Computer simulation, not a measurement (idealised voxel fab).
process module | voxel wiring stack
cross-section cut | 245 nm wide | cells 5 nm
A cross-section is a grid of square cells, given in bands from the top down. A band is one or more rows of cells.
Each band's line starts with the height of the band's top and of its bottom, in nm. Then come its materials from left to right, each with its width in nm. One material with "throughout" fills the band from edge to edge. "air" is empty space.
Height 0 is the level under which the wafer as received is all one material. The lowest band goes on downwards, as in "0 down".
A width such as "30 to 40" changes by the same amount from each row of cells to the next, from the band's top row to its bottom row.
"no change" after a step means that no cell of the cross-section changed.
closed voids: empty space of 8 cells or more with no open way to the top, each as width x height at its distance from the left edge, in nm
after a step's settings: what the simulator itself notes on the step
overlay nm, on a step with a mask: how far to the right of its planned place the mask lay; to the left if negative
plan
1 op RECEIVE | material Si
2 op CONFORMAL_DEP | material SiO2 | thk nm 15
3 op CONFORMAL_DEP | material SiN | thk nm 5
4 op DIRECTIONAL_DEP | material SiO2 | thk nm 20
5 op PATTERN | tone open | mask id METAL_1 | material resist | width nm 30 | pitch nm 50 | thk nm 15 | overlay nm 0
6 op DIRECTIONAL_ETCH | etch materials SiO2 | depth nm 20
7 op DIRECTIONAL_ETCH | etch materials SiN | depth nm 5
8 op STRIP | etch materials resist
9 op CONFORMAL_DEP | material TiN | thk nm 5
10 op FILL_DEP | material W | thk nm 10
11 op CMP | height nm 40
12 op CONFORMAL_DEP | material SiCN | thk nm 5
13 op DIRECTIONAL_DEP | material SiO2 | thk nm 20
14 op DIRECTIONAL_DEP | material aC | thk nm 15
15 op PATTERN | tone open | mask id PLUG_1 | material resist | width nm 15 | pitch nm 50 | thk nm 30 | overlay nm 0
16 op DIRECTIONAL_ETCH | etch materials aC | depth nm 15
17 op STRIP | etch materials resist
18 op DIRECTIONAL_ETCH | etch materials SiO2 | depth nm 20
19 op DIRECTIONAL_ETCH | etch materials SiCN | depth nm 5
20 op STRIP | etch materials aC
21 op CONFORMAL_DEP | material TiN | thk nm 5
22 op FILL_DEP | material Cu | thk nm 5
23 op CMP | height nm 65
24 op DIRECTIONAL_DEP | material TiN | thk nm 5
25 op DIRECTIONAL_DEP | material Ru | thk nm 15
26 op MASKED_ETCH | tone cover | mask id METAL_2 | width nm 30 | pitch nm 50 | etch materials Ru | depth nm 15 | overlay nm 0
27 op MASKED_ETCH | tone cover | mask id METAL_2 | width nm 30 | pitch nm 50 | etch materials TiN | depth nm 5 | overlay nm 0
28 op FILL_DEP | material SiO2 | thk nm 10
29 op CMP | height nm 85
30 op CONFORMAL_DEP | material SiCN | thk nm 5
31 op DIRECTIONAL_DEP | material lowk | thk nm 10
32 op MASKED_ETCH | tone open | mask id PLUG_2 | width nm 15 | pitch nm 50 | etch materials lowk | depth nm 10 | overlay nm 0
33 op MASKED_ETCH | tone open | mask id PLUG_2 | width nm 15 | pitch nm 50 | etch materials SiCN | depth nm 5 | overlay nm 0
34 op EPI | material Ru | thk nm 10
35 op EPI | material Ru | thk nm 5
36 op DIRECTIONAL_DEP | material TiN | thk nm 5
37 op DIRECTIONAL_DEP | material W | thk nm 20
38 op PATTERN | tone cover | mask id METAL_3 | material resist | width nm 30 | pitch nm 50 | thk nm 15 | overlay nm 0
39 op DIRECTIONAL_ETCH | etch materials W | depth nm 20
40 op DIRECTIONAL_ETCH | etch materials TiN | depth nm 5
41 op STRIP | etch materials resist
42 op CONFORMAL_DEP | material SiCN | thk nm 5
43 op FILL_DEP | material SiO2 | thk nm 5
44 op CMP | height nm 125
45 op CONFORMAL_DEP | material SiN | thk nm 5
first wafer, as planned
as received, after step 1
  0 down: Si throughout
  closed voids: none
after step 2
  15 to 0: SiO2 throughout
  below 0: unchanged
after step 3
  20 to 15: SiN throughout
  below 15: unchanged
after step 4
  40 to 20: SiO2 throughout
  below 20: unchanged
after step 5
  55 to 40: resist 55 | air 30 | resist 20 | air 30 | resist 20 | air 30 | resist 60
  below 40: unchanged
after step 6
  55 to 40: resist 55 | air 30 | resist 20 | air 30 | resist 20 | air 30 | resist 60
  40 to 20: SiO2 55 | air 30 | SiO2 20 | air 30 | SiO2 20 | air 30 | SiO2 60
  below 20: unchanged
after step 7
  55 to 40: resist 55 | air 30 | resist 20 | air 30 | resist 20 | air 30 | resist 60
  40 to 20: SiO2 55 | air 30 | SiO2 20 | air 30 | SiO2 20 | air 30 | SiO2 60
  20 to 15: SiN 55 | air 30 | SiN 20 | air 30 | SiN 20 | air 30 | SiN 60
  below 15: unchanged
after step 8
  40 to 20: SiO2 55 | air 30 | SiO2 20 | air 30 | SiO2 20 | air 30 | SiO2 60
  below 20: unchanged
after step 9
  45 to 40: TiN 60 | air 20 | TiN 30 | air 20 | TiN 30 | air 20 | TiN 65
  40 to 20: SiO2 55 | TiN 5 | air 20 | TiN 5 | SiO2 20 | TiN 5 | air 20 | TiN 5 | SiO2 20 | TiN 5 | air 20 | TiN 5 | SiO2 60
  20 to 15: SiN 55 | TiN 30 | SiN 20 | TiN 30 | SiN 20 | TiN 30 | SiN 60
  below 15: unchanged
after step 10
  55 to 45: W throughout
  45 to 40: TiN 60 | W 20 | TiN 30 | W 20 | TiN 30 | W 20 | TiN 65
  40 to 20: SiO2 55 | TiN 5 | W 20 | TiN 5 | SiO2 20 | TiN 5 | W 20 | TiN 5 | SiO2 20 | TiN 5 | W 20 | TiN 5 | SiO2 60
  below 20: unchanged
after step 11
  40 to 20: SiO2 55 | TiN 5 | W 20 | TiN 5 | SiO2 20 | TiN 5 | W 20 | TiN 5 | SiO2 20 | TiN 5 | W 20 | TiN 5 | SiO2 60
  below 20: unchanged
after step 12
  45 to 40: SiCN throughout
  below 40: unchanged
after step 13
  65 to 45: SiO2 throughout
  below 45: unchanged
after step 14
  80 to 65: aC throughout
  below 65: unchanged
after step 15
  110 to 80: resist 55 | air 15 | resist 35 | air 15 | resist 35 | air 15 | resist 75
  below 80: unchanged
after step 16
  95 to 80: resist 55 | air 15 | resist 35 | air 15 | resist 35 | air 15 | resist 75
  80 to 65: aC 55 | air 15 | aC 35 | air 15 | aC 35 | air 15 | aC 75
  below 65: unchanged
after step 17
  80 to 65: aC 55 | air 15 | aC 35 | air 15 | aC 35 | air 15 | aC 75
  below 65: unchanged
after step 18
  80 to 65: aC 55 | air 15 | aC 35 | air 15 | aC 35 | air 15 | aC 75
  65 to 45: SiO2 55 | air 15 | SiO2 35 | air 15 | SiO2 35 | air 15 | SiO2 75
  below 45: unchanged
after step 19
  80 to 65: aC 55 | air 15 | aC 35 | air 15 | aC 35 | air 15 | aC 75
  65 to 45: SiO2 55 | air 15 | SiO2 35 | air 15 | SiO2 35 | air 15 | SiO2 75
  45 to 40: SiCN 55 | air 15 | SiCN 35 | air 15 | SiCN 35 | air 15 | SiCN 75
  below 40: unchanged
after step 20
  65 to 45: SiO2 55 | air 15 | SiO2 35 | air 15 | SiO2 35 | air 15 | SiO2 75
  below 45: unchanged
after step 21
  70 to 65: TiN 60 | air 5 | TiN 45 | air 5 | TiN 45 | air 5 | TiN 80
  65 to 45: SiO2 55 | TiN 5 | air 5 | TiN 5 | SiO2 35 | TiN 5 | air 5 | TiN 5 | SiO2 35 | TiN 5 | air 5 | TiN 5 | SiO2 75
  45 to 40: SiCN 55 | TiN 15 | SiCN 35 | TiN 15 | SiCN 35 | TiN 15 | SiCN 75
  below 40: unchanged
after step 22
  75 to 70: Cu throughout
  70 to 65: TiN 60 | Cu 5 | TiN 45 | Cu 5 | TiN 45 | Cu 5 | TiN 80
  65 to 45: SiO2 55 | TiN 5 | Cu 5 | TiN 5 | SiO2 35 | TiN 5 | Cu 5 | TiN 5 | SiO2 35 | TiN 5 | Cu 5 | TiN 5 | SiO2 75
  below 45: unchanged
after step 23
  65 to 45: SiO2 55 | TiN 5 | Cu 5 | TiN 5 | SiO2 35 | TiN 5 | Cu 5 | TiN 5 | SiO2 35 | TiN 5 | Cu 5 | TiN 5 | SiO2 75
  below 45: unchanged
after step 24
  70 to 65: TiN throughout
  below 65: unchanged
after step 25
  85 to 70: Ru throughout
  below 70: unchanged
after step 26
  85 to 70: air 55 | Ru 30 | air 20 | Ru 30 | air 20 | Ru 30 | air 60
  below 70: unchanged
after step 27
  85 to 70: air 55 | Ru 30 | air 20 | Ru 30 | air 20 | Ru 30 | air 60
  70 to 65: air 55 | TiN 30 | air 20 | TiN 30 | air 20 | TiN 30 | air 60
  below 65: unchanged
after step 28
  95 to 85: SiO2 throughout
  85 to 70: SiO2 55 | Ru 30 | SiO2 20 | Ru 30 | SiO2 20 | Ru 30 | SiO2 60
  70 to 65: SiO2 55 | TiN 30 | SiO2 20 | TiN 30 | SiO2 20 | TiN 30 | SiO2 60
  below 65: unchanged
after step 29
  85 to 70: SiO2 55 | Ru 30 | SiO2 20 | Ru 30 | SiO2 20 | Ru 30 | SiO2 60
  below 70: unchanged
after step 30
  90 to 85: SiCN throughout
  below 85: unchanged
after step 31
  100 to 90: lowk throughout
  below 90: unchanged
after step 32
  100 to 90: lowk 55 | air 15 | lowk 35 | air 15 | lowk 35 | air 15 | lowk 75
  below 90: unchanged
after step 33
  100 to 90: lowk 55 | air 15 | lowk 35 | air 15 | lowk 35 | air 15 | lowk 75
  90 to 85: SiCN 55 | air 15 | SiCN 35 | air 15 | SiCN 35 | air 15 | SiCN 75
  below 85: unchanged
after step 34
  100 to 95: lowk 55 | air 15 | lowk 35 | air 15 | lowk 35 | air 15 | lowk 75
  95 to 90: lowk 55 | Ru 15 | lowk 35 | Ru 15 | lowk 35 | Ru 15 | lowk 75
  90 to 85: SiCN 55 | Ru 15 | SiCN 35 | Ru 15 | SiCN 35 | Ru 15 | SiCN 75
  below 85: unchanged
after step 35
  100 to 90: lowk 55 | Ru 15 | lowk 35 | Ru 15 | lowk 35 | Ru 15 | lowk 75
  below 90: unchanged
after step 36
  105 to 100: TiN throughout
  below 100: unchanged
after step 37
  125 to 105: W throughout
  below 105: unchanged
after step 38
  140 to 125: air 55 | resist 30 | air 20 | resist 30 | air 20 | resist 30 | air 60
  below 125: unchanged
after step 39
  140 to 125: air 55 | resist 30 | air 20 | resist 30 | air 20 | resist 30 | air 60
  125 to 105: air 55 | W 30 | air 20 | W 30 | air 20 | W 30 | air 60
  below 105: unchanged
after step 40
  140 to 125: air 55 | resist 30 | air 20 | resist 30 | air 20 | resist 30 | air 60
  125 to 105: air 55 | W 30 | air 20 | W 30 | air 20 | W 30 | air 60
  105 to 100: air 55 | TiN 30 | air 20 | TiN 30 | air 20 | TiN 30 | air 60
  below 100: unchanged
after step 41
  125 to 105: air 55 | W 30 | air 20 | W 30 | air 20 | W 30 | air 60
  below 105: unchanged
after step 42
  130 to 125: air 50 | SiCN 40 | air 10 | SiCN 40 | air 10 | SiCN 40 | air 55
  125 to 105: air 50 | SiCN 5 | W 30 | SiCN 5 | air 10 | SiCN 5 | W 30 | SiCN 5 | air 10 | SiCN 5 | W 30 | SiCN 5 | air 55
  105 to 100: SiCN 55 | TiN 30 | SiCN 20 | TiN 30 | SiCN 20 | TiN 30 | SiCN 60
  below 100: unchanged
after step 43
  135 to 130: SiO2 throughout
  130 to 125: SiO2 50 | SiCN 40 | SiO2 10 | SiCN 40 | SiO2 10 | SiCN 40 | SiO2 55
  125 to 105: SiO2 50 | SiCN 5 | W 30 | SiCN 5 | SiO2 10 | SiCN 5 | W 30 | SiCN 5 | SiO2 10 | SiCN 5 | W 30 | SiCN 5 | SiO2 55
  below 105: unchanged
after step 44
  125 to 105: SiO2 50 | SiCN 5 | W 30 | SiCN 5 | SiO2 10 | SiCN 5 | W 30 | SiCN 5 | SiO2 10 | SiCN 5 | W 30 | SiCN 5 | SiO2 55
  below 105: unchanged
after step 45
  130 to 125: SiN throughout
  below 125: unchanged
second wafer: like start, like plan, one mistake. Through step 27 it matches the first wafer
when step 28 should have ended
  95 to 85: Cu throughout
  85 to 70: Cu 55 | Ru 30 | Cu 20 | Ru 30 | Cu 20 | Ru 30 | Cu 60
  70 to 65: Cu 55 | TiN 30 | Cu 20 | TiN 30 | Cu 20 | TiN 30 | Cu 60
  below 65: unchanged
when step 29 should have ended
  85 to 70: Cu 55 | Ru 30 | Cu 20 | Ru 30 | Cu 20 | Ru 30 | Cu 60
  below 70: unchanged
when step 30 should have ended
  90 to 85: SiCN throughout
  below 85: unchanged
when step 31 should have ended
  100 to 90: lowk throughout
  below 90: unchanged
when step 32 should have ended
  100 to 90: lowk 55 | air 15 | lowk 35 | air 15 | lowk 35 | air 15 | lowk 75
  below 90: unchanged
when step 33 should have ended
  100 to 90: lowk 55 | air 15 | lowk 35 | air 15 | lowk 35 | air 15 | lowk 75
  90 to 85: SiCN 55 | air 15 | SiCN 35 | air 15 | SiCN 35 | air 15 | SiCN 75
  below 85: unchanged
when step 34 should have ended
  100 to 95: lowk 55 | air 15 | lowk 35 | air 15 | lowk 35 | air 15 | lowk 75
  95 to 90: lowk 55 | Ru 15 | lowk 35 | Ru 15 | lowk 35 | Ru 15 | lowk 75
  90 to 85: SiCN 55 | Ru 15 | SiCN 35 | Ru 15 | SiCN 35 | Ru 15 | SiCN 75
  below 85: unchanged
when step 35 should have ended
  100 to 90: lowk 55 | Ru 15 | lowk 35 | Ru 15 | lowk 35 | Ru 15 | lowk 75
  below 90: unchanged
when step 36 should have ended
  105 to 100: TiN throughout
  below 100: unchanged
when step 37 should have ended
  125 to 105: W throughout
  below 105: unchanged
when step 38 should have ended
  140 to 125: air 55 | resist 30 | air 20 | resist 30 | air 20 | resist 30 | air 60
  below 125: unchanged
when step 39 should have ended
  140 to 125: air 55 | resist 30 | air 20 | resist 30 | air 20 | resist 30 | air 60
  125 to 105: air 55 | W 30 | air 20 | W 30 | air 20 | W 30 | air 60
  below 105: unchanged
when step 40 should have ended
  140 to 125: air 55 | resist 30 | air 20 | resist 30 | air 20 | resist 30 | air 60
  125 to 105: air 55 | W 30 | air 20 | W 30 | air 20 | W 30 | air 60
  105 to 100: air 55 | TiN 30 | air 20 | TiN 30 | air 20 | TiN 30 | air 60
  below 100: unchanged
when step 41 should have ended
  125 to 105: air 55 | W 30 | air 20 | W 30 | air 20 | W 30 | air 60
  below 105: unchanged
when step 42 should have ended
  130 to 125: air 50 | SiCN 40 | air 10 | SiCN 40 | air 10 | SiCN 40 | air 55
  125 to 105: air 50 | SiCN 5 | W 30 | SiCN 5 | air 10 | SiCN 5 | W 30 | SiCN 5 | air 10 | SiCN 5 | W 30 | SiCN 5 | air 55
  105 to 100: SiCN 55 | TiN 30 | SiCN 20 | TiN 30 | SiCN 20 | TiN 30 | SiCN 60
  below 100: unchanged
when step 43 should have ended
  135 to 130: SiO2 throughout
  130 to 125: SiO2 50 | SiCN 40 | SiO2 10 | SiCN 40 | SiO2 10 | SiCN 40 | SiO2 55
  125 to 105: SiO2 50 | SiCN 5 | W 30 | SiCN 5 | SiO2 10 | SiCN 5 | W 30 | SiCN 5 | SiO2 10 | SiCN 5 | W 30 | SiCN 5 | SiO2 55
  below 105: unchanged
when step 44 should have ended
  125 to 105: SiO2 50 | SiCN 5 | W 30 | SiCN 5 | SiO2 10 | SiCN 5 | W 30 | SiCN 5 | SiO2 10 | SiCN 5 | W 30 | SiCN 5 | SiO2 55
  below 105: unchanged
when step 45 should have ended
  130 to 125: SiN throughout
  below 125: unchanged
what went wrong: step 28 ran as: op FILL_DEP | material Cu | thk nm 10
at the end the second wafer has, in cells: 124 more of Cu | 124 fewer of SiO2
